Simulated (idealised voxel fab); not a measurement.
The process module that follows is named voxel double patterning.
Pictured: cross-section cut, 180 nm wide, on a grid of 5 nm square cells.
Reading order for cross-sections: top band down to bottom band. Underlying form: a grid of square cells. Band size: one or more rows of cells.
Read a band's entry like this: the first values are the height of its top and the height of its bottom in nm, and what follows is the sequence of materials from left to right, each with its width in nm. Note that "blank" is empty space, and that a single material marked "all across" reaches across the band from edge to edge.
Heads up on the height convention: 0 is the point under which the incoming wafer is all one material, and the lowest band has no bottom, it just keeps going down, like "0 and below".
A width given as "30 to 40" starts at the first number in the band's top row and ends at the second number in its bottom row, shifting by an equal amount at every step from row to row.
What does "no alterations made" mean for a step? It means no cell of the cross-section changed in that step.
You'll see "Trapped cavities" listing empty spaces that have no way open to the top, as long as they're 8 cells or more; the notation is width x height at distance, where the distance is from the left edge, and all of it is in nm.
after a step's settings: what the simulator itself notes on the step
overlay nm, on a step with a mask: how far to the right of its planned place the mask lay; to the left if negative
Below is the list of planned process steps
1 RECEIVE: material Si
2 CONFORMAL_DEP: material SiO2, thk nm 10
3 DIRECTIONAL_DEP: material W, thk nm 20
4 DIRECTIONAL_DEP: material SiN, thk nm 5
5 PATTERN: tone open, mask id FIRST, material resist, width nm 15, pitch nm 50, thk nm 15, overlay nm 0
6 DIRECTIONAL_ETCH: etch materials SiN, depth nm 5
7 STRIP: etch materials resist
8 DIRECTIONAL_DEP: material aC, thk nm 15
9 PATTERN: tone open, mask id SECOND, material resist, width nm 15, pitch nm 50, thk nm 30, overlay nm 0
10 DIRECTIONAL_ETCH: etch materials aC, depth nm 15
11 STRIP: etch materials resist
12 DIRECTIONAL_ETCH: etch materials SiN, depth nm 5
13 STRIP: etch materials aC
14 DIRECTIONAL_ETCH: etch materials W, depth nm 20
15 STRIP: etch materials SiN
On the first of the two wafers: run conducted according to plan
Step 1 complete: cross-section of the wafer as received
0 and below = Si all across
Trapped cavities: none
Wafer after step 2 (cross-section)
10 down to 0 = SiO2 all across
Beneath the level 0, the cross-section is identical to its previous state.
Wafer after step 3 (cross-section)
30 down to 10 = W all across
Beneath the level 10, the cross-section is identical to its previous state.
Wafer after step 4 (cross-section)
35 down to 30 = SiN all across
Beneath the level 30, the cross-section is identical to its previous state.
Wafer after step 5 (cross-section)
50 down to 35 = resist: 30  blank: 15  resist: 35  blank: 15  resist: 35  blank: 15  resist: 35
Beneath the level 35, the cross-section is identical to its previous state.
Wafer after step 6 (cross-section)
50 down to 35 = resist: 30  blank: 15  resist: 35  blank: 15  resist: 35  blank: 15  resist: 35
35 down to 30 = SiN: 30  blank: 15  SiN: 35  blank: 15  SiN: 35  blank: 15  SiN: 35
Beneath the level 30, the cross-section is identical to its previous state.
Wafer after step 7 (cross-section)
35 down to 30 = SiN: 30  blank: 15  SiN: 35  blank: 15  SiN: 35  blank: 15  SiN: 35
Beneath the level 30, the cross-section is identical to its previous state.
Wafer after step 8 (cross-section)
50 down to 45 = aC: 30  blank: 15  aC: 35  blank: 15  aC: 35  blank: 15  aC: 35
45 down to 35 = aC all across
35 down to 30 = SiN: 30  aC: 15  SiN: 35  aC: 15  SiN: 35  aC: 15  SiN: 35
Beneath the level 30, the cross-section is identical to its previous state.
Wafer after step 9 (cross-section)
80 down to 50 = resist: 55  blank: 15  resist: 35  blank: 15  resist: 60
50 down to 45 = aC: 30  resist: 15  aC: 35  resist: 15  aC: 35  resist: 15  aC: 35
Beneath the level 45, the cross-section is identical to its previous state.
Wafer after step 10 (cross-section)
65 down to 50 = resist: 55  blank: 15  resist: 35  blank: 15  resist: 60
50 down to 45 = aC: 30  resist: 15  aC: 10  blank: 15  aC: 10  resist: 15  aC: 10  blank: 15  aC: 10  resist: 15  aC: 35
45 down to 35 = aC: 55  blank: 15  aC: 35  blank: 15  aC: 60
Beneath the level 35, the cross-section is identical to its previous state.
Wafer after step 11 (cross-section)
50 down to 45 = aC: 30  blank: 15  aC: 10  blank: 15  aC: 10  blank: 15  aC: 10  blank: 15  aC: 10  blank: 15  aC: 35
Beneath the level 45, the cross-section is identical to its previous state.
Wafer after step 12 (cross-section)
50 down to 45 = aC: 30  blank: 15  aC: 10  blank: 15  aC: 10  blank: 15  aC: 10  blank: 15  aC: 10  blank: 15  aC: 35
45 down to 35 = aC: 55  blank: 15  aC: 35  blank: 15  aC: 60
35 down to 30 = SiN: 30  aC: 15  SiN: 10  blank: 15  SiN: 10  aC: 15  SiN: 10  blank: 15  SiN: 10  aC: 15  SiN: 35
Beneath the level 30, the cross-section is identical to its previous state.
Wafer after step 13 (cross-section)
35 down to 30 = SiN: 30  blank: 15  SiN: 10  blank: 15  SiN: 10  blank: 15  SiN: 10  blank: 15  SiN: 10  blank: 15  SiN: 35
Beneath the level 30, the cross-section is identical to its previous state.
Wafer after step 14 (cross-section)
35 down to 30 = SiN: 30  blank: 15  SiN: 10  blank: 15  SiN: 10  blank: 15  SiN: 10  blank: 15  SiN: 10  blank: 15  SiN: 35
30 down to 10 = W: 30  blank: 15  W: 10  blank: 15  W: 10  blank: 15  W: 10  blank: 15  W: 10  blank: 15  W: 35
Beneath the level 10, the cross-section is identical to its previous state.
Wafer after step 15 (cross-section)
30 down to 10 = W: 30  blank: 15  W: 10  blank: 15  W: 10  blank: 15  W: 10  blank: 15  W: 10  blank: 15  W: 35
Beneath the level 10, the cross-section is identical to its previous state.
Second wafer: like start, like plan, one mistake. Through step 1 it matches the first wafer
Here is the second wafer in cross-section at the point where step 2 of the plan should have been done
20 down to 0 = W all across
Beneath the level 0, the cross-section is identical to its previous state.
Here is the second wafer in cross-section at the point where step 3 of the plan should have been done
30 down to 20 = SiO2 all across
Beneath the level 20, the cross-section is identical to its previous state.
Here is the second wafer in cross-section at the point where step 4 of the plan should have been done
35 down to 30 = SiN all across
Beneath the level 30, the cross-section is identical to its previous state.
Here is the second wafer in cross-section at the point where step 5 of the plan should have been done
50 down to 35 = resist: 30  blank: 15  resist: 35  blank: 15  resist: 35  blank: 15  resist: 35
Beneath the level 35, the cross-section is identical to its previous state.
Here is the second wafer in cross-section at the point where step 6 of the plan should have been done
50 down to 35 = resist: 30  blank: 15  resist: 35  blank: 15  resist: 35  blank: 15  resist: 35
35 down to 30 = SiN: 30  blank: 15  SiN: 35  blank: 15  SiN: 35  blank: 15  SiN: 35
Beneath the level 30, the cross-section is identical to its previous state.
Here is the second wafer in cross-section at the point where step 7 of the plan should have been done
35 down to 30 = SiN: 30  blank: 15  SiN: 35  blank: 15  SiN: 35  blank: 15  SiN: 35
Beneath the level 30, the cross-section is identical to its previous state.
Here is the second wafer in cross-section at the point where step 8 of the plan should have been done
50 down to 45 = aC: 30  blank: 15  aC: 35  blank: 15  aC: 35  blank: 15  aC: 35
45 down to 35 = aC all across
35 down to 30 = SiN: 30  aC: 15  SiN: 35  aC: 15  SiN: 35  aC: 15  SiN: 35
Beneath the level 30, the cross-section is identical to its previous state.
Here is the second wafer in cross-section at the point where step 9 of the plan should have been done
80 down to 50 = resist: 55  blank: 15  resist: 35  blank: 15  resist: 60
50 down to 45 = aC: 30  resist: 15  aC: 35  resist: 15  aC: 35  resist: 15  aC: 35
Beneath the level 45, the cross-section is identical to its previous state.
Here is the second wafer in cross-section at the point where step 10 of the plan should have been done
65 down to 50 = resist: 55  blank: 15  resist: 35  blank: 15  resist: 60
50 down to 45 = aC: 30  resist: 15  aC: 10  blank: 15  aC: 10  resist: 15  aC: 10  blank: 15  aC: 10  resist: 15  aC: 35
45 down to 35 = aC: 55  blank: 15  aC: 35  blank: 15  aC: 60
Beneath the level 35, the cross-section is identical to its previous state.
Here is the second wafer in cross-section at the point where step 11 of the plan should have been done
50 down to 45 = aC: 30  blank: 15  aC: 10  blank: 15  aC: 10  blank: 15  aC: 10  blank: 15  aC: 10  blank: 15  aC: 35
Beneath the level 45, the cross-section is identical to its previous state.
Here is the second wafer in cross-section at the point where step 12 of the plan should have been done
50 down to 45 = aC: 30  blank: 15  aC: 10  blank: 15  aC: 10  blank: 15  aC: 10  blank: 15  aC: 10  blank: 15  aC: 35
45 down to 35 = aC: 55  blank: 15  aC: 35  blank: 15  aC: 60
35 down to 30 = SiN: 30  aC: 15  SiN: 10  blank: 15  SiN: 10  aC: 15  SiN: 10  blank: 15  SiN: 10  aC: 15  SiN: 35
Beneath the level 30, the cross-section is identical to its previous state.
Here is the second wafer in cross-section at the point where step 13 of the plan should have been done
35 down to 30 = SiN: 30  blank: 15  SiN: 10  blank: 15  SiN: 10  blank: 15  SiN: 10  blank: 15  SiN: 10  blank: 15  SiN: 35
Beneath the level 30, the cross-section is identical to its previous state.
Here is the second wafer in cross-section at the point where step 14 of the plan should have been done: no alterations made
Here is the second wafer in cross-section at the point where step 15 of the plan should have been done
30 down to 20 = SiO2 all across
Beneath the level 20, the cross-section is identical to its previous state.
Which mistake was made when the wafer was run? it was found that steps 2 and 3 of the process plan had been performed in exchanged positions
The second wafer ends with more or fewer cells of some materials than the first, per final count: W: 60 more
